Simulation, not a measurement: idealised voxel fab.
The process module presented herein is designated voxel wiring stack.
cross-section cut | 150 nm wide | cells 5 nm
Square cells in a grid make up a cross-section in this document, and the grid is given as bands, listed from the top down, each one or more rows of cells. Heads up on the band format: heights come first, top then bottom, in nm. After that it's the materials left to right, each with its width in nm. A single material flagged "edge to edge" fills the whole band edge to edge, and "blank" means there's empty space there. All heights in this document are referenced to 0, defined as the level beneath which the wafer, as received, consists entirely of one material. The lowest band is not bounded below; it extends indefinitely downward and is written in the form "0 down". You'd read "30->40" like this: the band's top row of cells is as wide as the first number, its bottom row is as wide as the second, and going down, every row changes width by the same amount as the row before did. No cell of the cross-section changed in a step that is given as "nothing altered". The label "Cavities, sealed" introduces a list of the empty spaces, 8 cells or larger, that have no open way up to the top; each entry in it reads width x height at distance, where the distance is taken from the left edge and all three are stated in nm. Step line, after settings: the simulator's comment on this step. "overlay nm" answers the question of how far to the right of plan the mask lay on a step that has a mask, and when it is negative the answer is to the left.

The process steps that were planned are listed below:
1. RECEIVE with material Si
2. CONFORMAL_DEP with material SiO2, thk nm 15
3. DIRECTIONAL_DEP with material TiN, thk nm 5
4. DIRECTIONAL_DEP with material Ru, thk nm 15
5. MASKED_ETCH with tone cover, mask id METAL_1, width nm 25, pitch nm 45, etch materials Ru, depth nm 15, overlay nm 0
6. MASKED_ETCH with tone cover, mask id METAL_1, width nm 25, pitch nm 45, etch materials TiN, depth nm 5, overlay nm 0
7. CONFORMAL_DEP with material SiN, thk nm 5
8. FILL_DEP with material lowk, thk nm 5
9. CMP with height nm 35
10. CONFORMAL_DEP with material SiCN, thk nm 5
11. DIRECTIONAL_DEP with material SiO2, thk nm 15
12. MASKED_ETCH with tone open, mask id PLUG_1, width nm 15, pitch nm 90, etch materials SiO2, depth nm 15, overlay nm 0
13. MASKED_ETCH with tone open, mask id PLUG_1, width nm 15, pitch nm 90, etch materials SiCN, depth nm 5, overlay nm 0
14. CONFORMAL_DEP with material TiN, thk nm 5
15. FILL_DEP with material Cu, thk nm 10
16. CMP with height nm 55
17. CONFORMAL_DEP with material SiCN, thk nm 5
18. DIRECTIONAL_DEP with material lowk, thk nm 15
19. DIRECTIONAL_DEP with material aC, thk nm 15
20. PATTERN with tone open, mask id METAL_2, material resist, width nm 25, pitch nm 45, thk nm 30, overlay nm 0
21. DIRECTIONAL_ETCH with etch materials aC, depth nm 15
22. STRIP with etch materials resist
23. DIRECTIONAL_ETCH with etch materials lowk, depth nm 15
24. DIRECTIONAL_ETCH with etch materials SiCN, depth nm 5
25. STRIP with etch materials aC
26. CONFORMAL_DEP with material TiN, thk nm 5
27. FILL_DEP with material Ru, thk nm 10
28. CMP with height nm 75
29. CONFORMAL_DEP with material SiCN, thk nm 5
30. DIRECTIONAL_DEP with material SiO2, thk nm 35
31. MASKED_ETCH with tone open, mask id METAL_3_HOLES, width nm 15, pitch nm 45, etch materials SiO2, depth nm 35, overlay nm 0
32. PATTERN with tone open, mask id METAL_3, material resist, width nm 25, pitch nm 45, thk nm 15, overlay nm 0
33. DIRECTIONAL_ETCH with etch materials SiO2, depth nm 20
34. DIRECTIONAL_ETCH with etch materials SiCN, depth nm 5
35. STRIP with etch materials resist
36. CONFORMAL_DEP with material TiN, thk nm 5
37. FILL_DEP with material Cu, thk nm 5
38. CMP with height nm 115
39. CONFORMAL_DEP with material SiN, thk nm 5

First of the two wafers, run per plan:

Received-state cross-section, reflecting completion of step 1:
	0 down | Si edge to edge
	Cavities, sealed: none

Wafer after step 2 (cross-section):
	15 to 0 | SiO2 edge to edge
	Note: structure below 0 unchanged.

Wafer after step 3 (cross-section):
	20 to 15 | TiN edge to edge
	Note: structure below 15 unchanged.

Wafer after step 4 (cross-section):
	35 to 20 | Ru edge to edge
	Note: structure below 20 unchanged.

Wafer after step 5 (cross-section):
	35 to 20 | blank (15); Ru (25); blank (20); Ru (25); blank (20); Ru (25); blank (20)
	Note: structure below 20 unchanged.

Wafer after step 6 (cross-section):
	35 to 20 | blank (15); Ru (25); blank (20); Ru (25); blank (20); Ru (25); blank (20)
	20 to 15 | blank (15); TiN (25); blank (20); TiN (25); blank (20); TiN (25); blank (20)
	Note: structure below 15 unchanged.

Wafer after step 7 (cross-section):
	40 to 35 | blank (10); SiN (35); blank (10); SiN (35); blank (10); SiN (35); blank (15)
	35 to 20 | blank (10); SiN (5); Ru (25); SiN (5); blank (10); SiN (5); Ru (25); SiN (5); blank (10); SiN (5); Ru (25); SiN (5); blank (15)
	20 to 15 | SiN (15); TiN (25); SiN (20); TiN (25); SiN (20); TiN (25); SiN (20)
	Note: structure below 15 unchanged.

Wafer after step 8 (cross-section):
	45 to 40 | lowk edge to edge
	40 to 35 | lowk (10); SiN (35); lowk (10); SiN (35); lowk (10); SiN (35); lowk (15)
	35 to 20 | lowk (10); SiN (5); Ru (25); SiN (5); lowk (10); SiN (5); Ru (25); SiN (5); lowk (10); SiN (5); Ru (25); SiN (5); lowk (15)
	Note: structure below 20 unchanged.

Wafer after step 9 (cross-section):
	35 to 20 | lowk (10); SiN (5); Ru (25); SiN (5); lowk (10); SiN (5); Ru (25); SiN (5); lowk (10); SiN (5); Ru (25); SiN (5); lowk (15)
	Note: structure below 20 unchanged.

Wafer after step 10 (cross-section):
	40 to 35 | SiCN edge to edge
	Note: structure below 35 unchanged.

Wafer after step 11 (cross-section):
	55 to 40 | SiO2 edge to edge
	Note: structure below 40 unchanged.

Wafer after step 12 (cross-section):
	55 to 40 | SiO2 (15); blank (15); SiO2 (75); blank (15); SiO2 (30)
	Note: structure below 40 unchanged.

Wafer after step 13 (cross-section):
	55 to 40 | SiO2 (15); blank (15); SiO2 (75); blank (15); SiO2 (30)
	40 to 35 | SiCN (15); blank (15); SiCN (75); blank (15); SiCN (30)
	Note: structure below 35 unchanged.

Wafer after step 14 (cross-section):
	60 to 55 | TiN (20); blank (5); TiN (85); blank (5); TiN (35)
	55 to 40 | SiO2 (15); TiN (5); blank (5); TiN (5); SiO2 (75); TiN (5); blank (5); TiN (5); SiO2 (30)
	40 to 35 | SiCN (15); TiN (15); SiCN (75); TiN (15); SiCN (30)
	Note: structure below 35 unchanged.

Wafer after step 15 (cross-section):
	70 to 60 | Cu edge to edge
	60 to 55 | TiN (20); Cu (5); TiN (85); Cu (5); TiN (35)
	55 to 40 | SiO2 (15); TiN (5); Cu (5); TiN (5); SiO2 (75); TiN (5); Cu (5); TiN (5); SiO2 (30)
	Note: structure below 40 unchanged.

Wafer after step 16 (cross-section):
	55 to 40 | SiO2 (15); TiN (5); Cu (5); TiN (5); SiO2 (75); TiN (5); Cu (5); TiN (5); SiO2 (30)
	Note: structure below 40 unchanged.

Wafer after step 17 (cross-section):
	60 to 55 | SiCN edge to edge
	Note: structure below 55 unchanged.

Wafer after step 18 (cross-section):
	75 to 60 | lowk edge to edge
	Note: structure below 60 unchanged.

Wafer after step 19 (cross-section):
	90 to 75 | aC edge to edge
	Note: structure below 75 unchanged.

Wafer after step 20 (cross-section):
	120 to 90 | resist (15); blank (25); resist (20); blank (25); resist (20); blank (25); resist (20)
	Note: structure below 90 unchanged.

Wafer after step 21 (cross-section):
	105 to 90 | resist (15); blank (25); resist (20); blank (25); resist (20); blank (25); resist (20)
	90 to 75 | aC (15); blank (25); aC (20); blank (25); aC (20); blank (25); aC (20)
	Note: structure below 75 unchanged.

Wafer after step 22 (cross-section):
	90 to 75 | aC (15); blank (25); aC (20); blank (25); aC (20); blank (25); aC (20)
	Note: structure below 75 unchanged.

Wafer after step 23 (cross-section):
	90 to 75 | aC (15); blank (25); aC (20); blank (25); aC (20); blank (25); aC (20)
	75 to 60 | lowk (15); blank (25); lowk (20); blank (25); lowk (20); blank (25); lowk (20)
	Note: structure below 60 unchanged.

Wafer after step 24 (cross-section):
	90 to 75 | aC (15); blank (25); aC (20); blank (25); aC (20); blank (25); aC (20)
	75 to 60 | lowk (15); blank (25); lowk (20); blank (25); lowk (20); blank (25); lowk (20)
	60 to 55 | SiCN (15); blank (25); SiCN (20); blank (25); SiCN (20); blank (25); SiCN (20)
	Note: structure below 55 unchanged.

Wafer after step 25 (cross-section):
	75 to 60 | lowk (15); blank (25); lowk (20); blank (25); lowk (20); blank (25); lowk (20)
	Note: structure below 60 unchanged.

Wafer after step 26 (cross-section):
	80 to 75 | TiN (20); blank (15); TiN (30); blank (15); TiN (30); blank (15); TiN (25)
	75 to 60 | lowk (15); TiN (5); blank (15); TiN (5); lowk (20); TiN (5); blank (15); TiN (5); lowk (20); TiN (5); blank (15); TiN (5); lowk (20)
	60 to 55 | SiCN (15); TiN (25); SiCN (20); TiN (25); SiCN (20); TiN (25); SiCN (20)
	Note: structure below 55 unchanged.

Wafer after step 27 (cross-section):
	90 to 80 | Ru edge to edge
	80 to 75 | TiN (20); Ru (15); TiN (30); Ru (15); TiN (30); Ru (15); TiN (25)
	75 to 60 | lowk (15); TiN (5); Ru (15); TiN (5); lowk (20); TiN (5); Ru (15); TiN (5); lowk (20); TiN (5); Ru (15); TiN (5); lowk (20)
	Note: structure below 60 unchanged.

Wafer after step 28 (cross-section):
	75 to 60 | lowk (15); TiN (5); Ru (15); TiN (5); lowk (20); TiN (5); Ru (15); TiN (5); lowk (20); TiN (5); Ru (15); TiN (5); lowk (20)
	Note: structure below 60 unchanged.

Wafer after step 29 (cross-section):
	80 to 75 | SiCN edge to edge
	Note: structure below 75 unchanged.

Wafer after step 30 (cross-section):
	115 to 80 | SiO2 edge to edge
	Note: structure below 80 unchanged.

Wafer after step 31 (cross-section):
	115 to 80 | SiO2 (15); blank (15); SiO2 (30); blank (15); SiO2 (30); blank (15); SiO2 (30)
	Note: structure below 80 unchanged.

Wafer after step 32 (cross-section):
	130 to 115 | resist (15); blank (25); resist (20); blank (25); resist (20); blank (25); resist (20)
	Note: structure below 115 unchanged.

Wafer after step 33 (cross-section):
	130 to 115 | resist (15); blank (25); resist (20); blank (25); resist (20); blank (25); resist (20)
	115 to 95 | SiO2 (15); blank (25); SiO2 (20); blank (25); SiO2 (20); blank (25); SiO2 (20)
	Note: structure below 95 unchanged.

Wafer after step 34 (cross-section):
	130 to 115 | resist (15); blank (25); resist (20); blank (25); resist (20); blank (25); resist (20)
	115 to 95 | SiO2 (15); blank (25); SiO2 (20); blank (25); SiO2 (20); blank (25); SiO2 (20)
	95 to 80 | SiO2 (15); blank (15); SiO2 (30); blank (15); SiO2 (30); blank (15); SiO2 (30)
	80 to 75 | SiCN (15); blank (15); SiCN (30); blank (15); SiCN (30); blank (15); SiCN (30)
	Note: structure below 75 unchanged.

Wafer after step 35 (cross-section):
	115 to 95 | SiO2 (15); blank (25); SiO2 (20); blank (25); SiO2 (20); blank (25); SiO2 (20)
	Note: structure below 95 unchanged.

Wafer after step 36 (cross-section):
	120 to 115 | TiN (20); blank (15); TiN (30); blank (15); TiN (30); blank (15); TiN (25)
	115 to 100 | SiO2 (15); TiN (5); blank (15); TiN (5); SiO2 (20); TiN (5); blank (15); TiN (5); SiO2 (20); TiN (5); blank (15); TiN (5); SiO2 (20)
	100 to 95 | SiO2 (15); TiN (5); blank (5); TiN (15); SiO2 (20); TiN (5); blank (5); TiN (15); SiO2 (20); TiN (5); blank (5); TiN (15); SiO2 (20)
	95 to 80 | SiO2 (15); TiN (5); blank (5); TiN (5); SiO2 (30); TiN (5); blank (5); TiN (5); SiO2 (30); TiN (5); blank (5); TiN (5); SiO2 (30)
	80 to 75 | SiCN (15); TiN (15); SiCN (30); TiN (15); SiCN (30); TiN (15); SiCN (30)
	Note: structure below 75 unchanged.

Wafer after step 37 (cross-section):
	125 to 120 | Cu edge to edge
	120 to 115 | TiN (20); Cu (15); TiN (30); Cu (15); TiN (30); Cu (15); TiN (25)
	115 to 100 | SiO2 (15); TiN (5); Cu (15); TiN (5); SiO2 (20); TiN (5); Cu (15); TiN (5); SiO2 (20); TiN (5); Cu (15); TiN (5); SiO2 (20)
	100 to 95 | SiO2 (15); TiN (5); Cu (5); TiN (15); SiO2 (20); TiN (5); Cu (5); TiN (15); SiO2 (20); TiN (5); Cu (5); TiN (15); SiO2 (20)
	95 to 80 | SiO2 (15); TiN (5); Cu (5); TiN (5); SiO2 (30); TiN (5); Cu (5); TiN (5); SiO2 (30); TiN (5); Cu (5); TiN (5); SiO2 (30)
	Note: structure below 80 unchanged.

Wafer after step 38 (cross-section):
	115 to 100 | SiO2 (15); TiN (5); Cu (15); TiN (5); SiO2 (20); TiN (5); Cu (15); TiN (5); SiO2 (20); TiN (5); Cu (15); TiN (5); SiO2 (20)
	Note: structure below 100 unchanged.

Wafer after step 39 (cross-section):
	120 to 115 | SiN edge to edge
	Note: structure below 115 unchanged.

Second wafer. Start and plan as for the first. One mistake made in running. Agrees with the first up to and including step 15:

At the planned end of step 16, the second wafer in cross-section: nothing altered

At the planned end of step 17, the second wafer in cross-section:
	75 to 70 | SiCN edge to edge
	Note: structure below 70 unchanged.

At the planned end of step 18, the second wafer in cross-section:
	90 to 75 | lowk edge to edge
	Note: structure below 75 unchanged.

At the planned end of step 19, the second wafer in cross-section:
	105 to 90 | aC edge to edge
	Note: structure below 90 unchanged.

At the planned end of step 20, the second wafer in cross-section:
	135 to 105 | resist (15); blank (25); resist (20); blank (25); resist (20); blank (25); resist (20)
	Note: structure below 105 unchanged.

At the planned end of step 21, the second wafer in cross-section:
	120 to 105 | resist (15); blank (25); resist (20); blank (25); resist (20); blank (25); resist (20)
	105 to 90 | aC (15); blank (25); aC (20); blank (25); aC (20); blank (25); aC (20)
	Note: structure below 90 unchanged.

At the planned end of step 22, the second wafer in cross-section:
	105 to 90 | aC (15); blank (25); aC (20); blank (25); aC (20); blank (25); aC (20)
	Note: structure below 90 unchanged.

At the planned end of step 23, the second wafer in cross-section:
	105 to 90 | aC (15); blank (25); aC (20); blank (25); aC (20); blank (25); aC (20)
	90 to 75 | lowk (15); blank (25); lowk (20); blank (25); lowk (20); blank (25); lowk (20)
	Note: structure below 75 unchanged.

At the planned end of step 24, the second wafer in cross-section:
	105 to 90 | aC (15); blank (25); aC (20); blank (25); aC (20); blank (25); aC (20)
	90 to 75 | lowk (15); blank (25); lowk (20); blank (25); lowk (20); blank (25); lowk (20)
	75 to 70 | SiCN (15); blank (25); SiCN (20); blank (25); SiCN (20); blank (25); SiCN (20)
	Note: structure below 70 unchanged.

At the planned end of step 25, the second wafer in cross-section:
	90 to 75 | lowk (15); blank (25); lowk (20); blank (25); lowk (20); blank (25); lowk (20)
	Note: structure below 75 unchanged.

At the planned end of step 26, the second wafer in cross-section:
	95 to 90 | TiN (20); blank (15); TiN (30); blank (15); TiN (30); blank (15); TiN (25)
	90 to 75 | lowk (15); TiN (5); blank (15); TiN (5); lowk (20); TiN (5); blank (15); TiN (5); lowk (20); TiN (5); blank (15); TiN (5); lowk (20)
	75 to 70 | SiCN (15); TiN (25); SiCN (20); TiN (25); SiCN (20); TiN (25); SiCN (20)
	Note: structure below 70 unchanged.

At the planned end of step 27, the second wafer in cross-section:
	105 to 95 | Ru edge to edge
	95 to 90 | TiN (20); Ru (15); TiN (30); Ru (15); TiN (30); Ru (15); TiN (25)
	90 to 75 | lowk (15); TiN (5); Ru (15); TiN (5); lowk (20); TiN (5); Ru (15); TiN (5); lowk (20); TiN (5); Ru (15); TiN (5); lowk (20)
	Note: structure below 75 unchanged.

At the planned end of step 28, the second wafer in cross-section:
	75 to 70 | SiCN (15); TiN (25); SiCN (20); TiN (25); SiCN (20); TiN (25); SiCN (20)
	Note: structure below 70 unchanged.

At the planned end of step 29, the second wafer in cross-section:
	80 to 75 | SiCN edge to edge
	Note: structure below 75 unchanged.

At the planned end of step 30, the second wafer in cross-section:
	115 to 80 | SiO2 edge to edge
	Note: structure below 80 unchanged.

At the planned end of step 31, the second wafer in cross-section:
	115 to 80 | SiO2 (15); blank (15); SiO2 (30); blank (15); SiO2 (30); blank (15); SiO2 (30)
	Note: structure below 80 unchanged.

At the planned end of step 32, the second wafer in cross-section:
	130 to 115 | resist (15); blank (25); resist (20); blank (25); resist (20); blank (25); resist (20)
	Note: structure below 115 unchanged.

At the planned end of step 33, the second wafer in cross-section:
	130 to 115 | resist (15); blank (25); resist (20); blank (25); resist (20); blank (25); resist (20)
	115 to 95 | SiO2 (15); blank (25); SiO2 (20); blank (25); SiO2 (20); blank (25); SiO2 (20)
	Note: structure below 95 unchanged.

At the planned end of step 34, the second wafer in cross-section:
	130 to 115 | resist (15); blank (25); resist (20); blank (25); resist (20); blank (25); resist (20)
	115 to 95 | SiO2 (15); blank (25); SiO2 (20); blank (25); SiO2 (20); blank (25); SiO2 (20)
	95 to 80 | SiO2 (15); blank (15); SiO2 (30); blank (15); SiO2 (30); blank (15); SiO2 (30)
	80 to 75 | SiCN (15); blank (15); SiCN (30); blank (15); SiCN (30); blank (15); SiCN (30)
	Note: structure below 75 unchanged.

At the planned end of step 35, the second wafer in cross-section:
	115 to 95 | SiO2 (15); blank (25); SiO2 (20); blank (25); SiO2 (20); blank (25); SiO2 (20)
	Note: structure below 95 unchanged.

At the planned end of step 36, the second wafer in cross-section:
	120 to 115 | TiN (20); blank (15); TiN (30); blank (15); TiN (30); blank (15); TiN (25)
	115 to 100 | SiO2 (15); TiN (5); blank (15); TiN (5); SiO2 (20); TiN (5); blank (15); TiN (5); SiO2 (20); TiN (5); blank (15); TiN (5); SiO2 (20)
	100 to 95 | SiO2 (15); TiN (5); blank (5); TiN (15); SiO2 (20); TiN (5); blank (5); TiN (15); SiO2 (20); TiN (5); blank (5); TiN (15); SiO2 (20)
	95 to 80 | SiO2 (15); TiN (5); blank (5); TiN (5); SiO2 (30); TiN (5); blank (5); TiN (5); SiO2 (30); TiN (5); blank (5); TiN (5); SiO2 (30)
	80 to 70 | SiCN (15); TiN (15->25); SiCN (30->20); TiN (15->25); SiCN (30->20); TiN (15->25); SiCN (30->20)
	Note: structure below 70 unchanged.

At the planned end of step 37, the second wafer in cross-section:
	125 to 120 | Cu edge to edge
	120 to 115 | TiN (20); Cu (15); TiN (30); Cu (15); TiN (30); Cu (15); TiN (25)
	115 to 100 | SiO2 (15); TiN (5); Cu (15); TiN (5); SiO2 (20); TiN (5); Cu (15); TiN (5); SiO2 (20); TiN (5); Cu (15); TiN (5); SiO2 (20)
	100 to 95 | SiO2 (15); TiN (5); Cu (5); TiN (15); SiO2 (20); TiN (5); Cu (5); TiN (15); SiO2 (20); TiN (5); Cu (5); TiN (15); SiO2 (20)
	95 to 80 | SiO2 (15); TiN (5); Cu (5); TiN (5); SiO2 (30); TiN (5); Cu (5); TiN (5); SiO2 (30); TiN (5); Cu (5); TiN (5); SiO2 (30)
	Note: structure below 80 unchanged.

At the planned end of step 38, the second wafer in cross-section:
	115 to 100 | SiO2 (15); TiN (5); Cu (15); TiN (5); SiO2 (20); TiN (5); Cu (15); TiN (5); SiO2 (20); TiN (5); Cu (15); TiN (5); SiO2 (20)
	Note: structure below 100 unchanged.

At the planned end of step 39, the second wafer in cross-section:
	120 to 115 | SiN edge to edge
	Note: structure below 115 unchanged.
So what did we get wrong on this run? the run left out plan step 16 entirely, so it was never executed
Final difference in cells, second wafer against first, listed per material as more or fewer: Cu: 62 more; Ru: 27 fewer; TiN: 10 more; lowk: 45 fewer
